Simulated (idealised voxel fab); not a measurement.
process module | voxel tone inversion
cross-section cut | 200 nm wide | cells 5 nm
A cross-section is a grid of square cells, given in bands from the top down. A band is one or more rows of cells.
Each band's line starts with the height of the band's top and of its bottom, in nm. Then come its materials from left to right, each with its width in nm. One material with "throughout" fills the band from edge to edge. "air" is empty space.
Height 0 is the level under which the wafer as received is all one material. The lowest band goes on downwards, as in "0 down".
A width such as "30 to 40" changes by the same amount from each row of cells to the next, from the band's top row to its bottom row.
"no change" after a step means that no cell of the cross-section changed.
closed voids: empty space of 8 cells or more with no open way to the top, each as width x height at its distance from the left edge, in nm
after a step's settings: what the simulator itself notes on the step
overlay nm, on a step with a mask: how far to the right of its planned place the mask lay; to the left if negative
plan
1 op RECEIVE | material Si
2 op CONFORMAL_DEP | material SiN | thk nm 5
3 op DIRECTIONAL_DEP | material aC | thk nm 25
4 op PATTERN | tone cover | mask id POSTS | material resist | width nm 25 | pitch nm 50 | thk nm 35 | overlay nm 0
5 op DIRECTIONAL_ETCH | etch materials aC | depth nm 25
6 op STRIP | etch materials resist
7 op FILL_DEP | material SiO2 | thk nm 10
8 op CMP | height nm 30
9 op STRIP | etch materials aC
10 op CONFORMAL_DEP | material TiN | thk nm 5
11 op FILL_DEP | material Cu | thk nm 5
12 op CMP | height nm 30
13 op CONFORMAL_DEP | material SiN | thk nm 5
as received, after step 1
  0 down: Si throughout
  closed voids: none
first wafer at the end, as planned
  35 to 30: SiN throughout
  30 to 10: SiO2 60 | TiN 5 | Cu 15 | TiN 5 | SiO2 25 | TiN 5 | Cu 15 | TiN 5 | SiO2 65
  10 to 5: SiO2 60 | TiN 25 | SiO2 25 | TiN 25 | SiO2 65
  5 to 0: SiN throughout
  0 down: Si throughout
  closed voids: none
second wafer at the end: like start, like plan, one mistake
  35 to 25: SiN throughout
  25 to 0: aC throughout
  0 down: Si throughout
  closed voids: none
what went wrong: steps 2 and 3 were swapped
at the end the second wafer has, in cells: 24 fewer of Cu | 150 fewer of SiO2 | 26 fewer of TiN | 200 more of aC
